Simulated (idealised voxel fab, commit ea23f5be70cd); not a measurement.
The name of this process module is voxel fin reveal.
FYI the section here is cut, 245 nm wide, cells are 5 nm squares.
Each cross-section below is a grid of square cells, stated as bands in top-down order, with one or more rows of cells making up each band.
It is stipulated that each band's entry specify, in nanometres, the height of the top of the band and then that of its bottom, followed by the materials of the band in left-to-right sequence, each together with its width in nanometres. A single material marked by the word "all across" is understood to fill the band from edge to edge; the word "blank" is understood to denote empty space.
Where do heights start? At 0: under that level the wafer as delivered is made of one material only. And the lowest band has no floor; it just carries on downward, as in "z 0 and below".
The notation "30->40" denotes a width that varies across the rows of cells in the band, beginning at the first number in the top row, finishing at the second number in the bottom row, and changing by an identical amount from each row to the next.
It should be understood that the words "remained the same", when stated for a given step, signify that the cross-section underwent no change in any of its cells during that step.
Listed in "Unvented cavities": every empty space of 8 or more cells without an open way to the top. Form: width x height at distance, the distance being from the left edge, all in nm.
On each step's line, the part that comes after the settings is the simulator's own comment on the step.
overlay nm: where the mask lay relative to plan, measured to the right, on steps with a mask; negatives go left.

The steps planned for the process are as follows
step 1: RECEIVE,material Si
step 2: CONFORMAL_DEP,material SiN,thk nm 5
step 3: DIRECTIONAL_DEP,material aC,thk nm 10
step 4: PATTERN,tone cover,mask id FINS,material resist,width nm 15,pitch nm 40,thk nm 25,overlay nm 0
step 5: DIRECTIONAL_ETCH,etch materials aC,depth nm 10
step 6: STRIP,etch materials resist
step 7: DIRECTIONAL_ETCH,etch materials SiN,depth nm 5
step 8: DIRECTIONAL_ETCH,etch materials Si,depth nm 35
step 9: STRIP,etch materials aC
step 10: OXIDIZE,depth nm 5
step 11: FILL_DEP,material SiO2,thk nm 5
step 12: CMP,height nm 5
step 13: SELECTIVE_ETCH,etch materials SiO2,depth nm 30
step 14: STRIP,etch materials SiN

Below: the first of two wafers, run as planned

Delivered wafer in cross-section: state after step 1
- z 0 and below | Si all across
- Unvented cavities: none

Presented here is a cross-section of the wafer after step 2 has been performed
- z 5 to 0 | SiN all across
- Unchanged below 0.

Presented here is a cross-section of the wafer after step 3 has been performed
- z 15 to 5 | aC all across
- Unchanged below 5.

Presented here is a cross-section of the wafer after step 4 has been performed
- z 40 to 15 | blank=75, then resist=15, then blank=25, then resist=15, then blank=25, then resist=15, then blank=75
- Unchanged below 15.

Presented here is a cross-section of the wafer after step 5 has been performed
- z 30 to 15 | blank=75, then resist=15, then blank=25, then resist=15, then blank=25, then resist=15, then blank=75
- z 15 to 5 | blank=75, then aC=15, then blank=25, then aC=15, then blank=25, then aC=15, then blank=75
- Unchanged below 5.

Presented here is a cross-section of the wafer after step 6 has been performed
- z 15 to 5 | blank=75, then aC=15, then blank=25, then aC=15, then blank=25, then aC=15, then blank=75
- Unchanged below 5.

Presented here is a cross-section of the wafer after step 7 has been performed
- z 15 to 5 | blank=75, then aC=15, then blank=25, then aC=15, then blank=25, then aC=15, then blank=75
- z 5 to 0 | blank=75, then SiN=15, then blank=25, then SiN=15, then blank=25, then SiN=15, then blank=75
- Unchanged below 0.

Presented here is a cross-section of the wafer after step 8 has been performed
- z 15 to 5 | blank=75, then aC=15, then blank=25, then aC=15, then blank=25, then aC=15, then blank=75
- z 5 to 0 | blank=75, then SiN=15, then blank=25, then SiN=15, then blank=25, then SiN=15, then blank=75
- z 0 to -35 | blank=75, then Si=15, then blank=25, then Si=15, then blank=25, then Si=15, then blank=75
- Unchanged below -35.

Presented here is a cross-section of the wafer after step 9 has been performed
- z 5 to 0 | blank=75, then SiN=15, then blank=25, then SiN=15, then blank=25, then SiN=15, then blank=75
- Unchanged below 0.

Presented here is a cross-section of the wafer after step 10 has been performed
- z 5 to 0 | blank=75, then SiN=15, then blank=25, then SiN=15, then blank=25, then SiN=15, then blank=75
- z 0 to -35 | blank=75, then SiO2=5, then Si=5, then SiO2=5, then blank=25, then SiO2=5, then Si=5, then SiO2=5, then blank=25, then SiO2=5, then Si=5, then SiO2=5, then blank=75
- z -35 to -40 | SiO2=80, then Si=5, then SiO2=35, then Si=5, then SiO2=35, then Si=5, then SiO2=80
- Unchanged below -40.

Presented here is a cross-section of the wafer after step 11 has been performed
- z 10 to 5 | SiO2 all across
- z 5 to 0 | SiO2=75, then SiN=15, then SiO2=25, then SiN=15, then SiO2=25, then SiN=15, then SiO2=75
- z 0 to -40 | SiO2=80, then Si=5, then SiO2=35, then Si=5, then SiO2=35, then Si=5, then SiO2=80
- Unchanged below -40.

Presented here is a cross-section of the wafer after step 12 has been performed
- z 5 to 0 | SiO2=75, then SiN=15, then SiO2=25, then SiN=15, then SiO2=25, then SiN=15, then SiO2=75
- Unchanged below 0.

Presented here is a cross-section of the wafer after step 13 has been performed
- z 5 to 0 | blank=75, then SiN=15, then blank=25, then SiN=15, then blank=25, then SiN=15, then blank=75
- z 0 to -25 | blank=80, then Si=5, then blank=35, then Si=5, then blank=35, then Si=5, then blank=80
- Unchanged below -25.

Presented here is a cross-section of the wafer after step 14 has been performed
- z 0 to -25 | blank=80, then Si=5, then blank=35, then Si=5, then blank=35, then Si=5, then blank=80
- Unchanged below -25.

What follows concerns the second wafer, which started out like the first and was meant to follow the very same plan; one mistake crept in when it was run, but everything up to and including step 12 is the same as for the first wafer

Cross-section of the second wafer corresponding to the planned conclusion of step 13
- z 5 to 0 | SiO2=75, then blank=15, then SiO2=25, then blank=15, then SiO2=25, then blank=15, then SiO2=75
- Unchanged below 0.

Cross-section of the second wafer corresponding to the planned conclusion of step 14
- z 0 to -25 | blank=80, then Si=5, then blank=35, then Si=5, then blank=35, then Si=5, then blank=80
- z -25 to -30 | SiO2=45, then blank=35, then Si=5, then blank=35, then Si=5, then blank=35, then Si=5, then blank=35, then SiO2=45
- Unchanged below -30.
Want to know what went wrong? plan steps 13 and 14 run swapped
It is noted that, at the conclusion of processing, the second wafer exhibits a higher or lower cell count for certain materials relative to the first: -28 SiO2
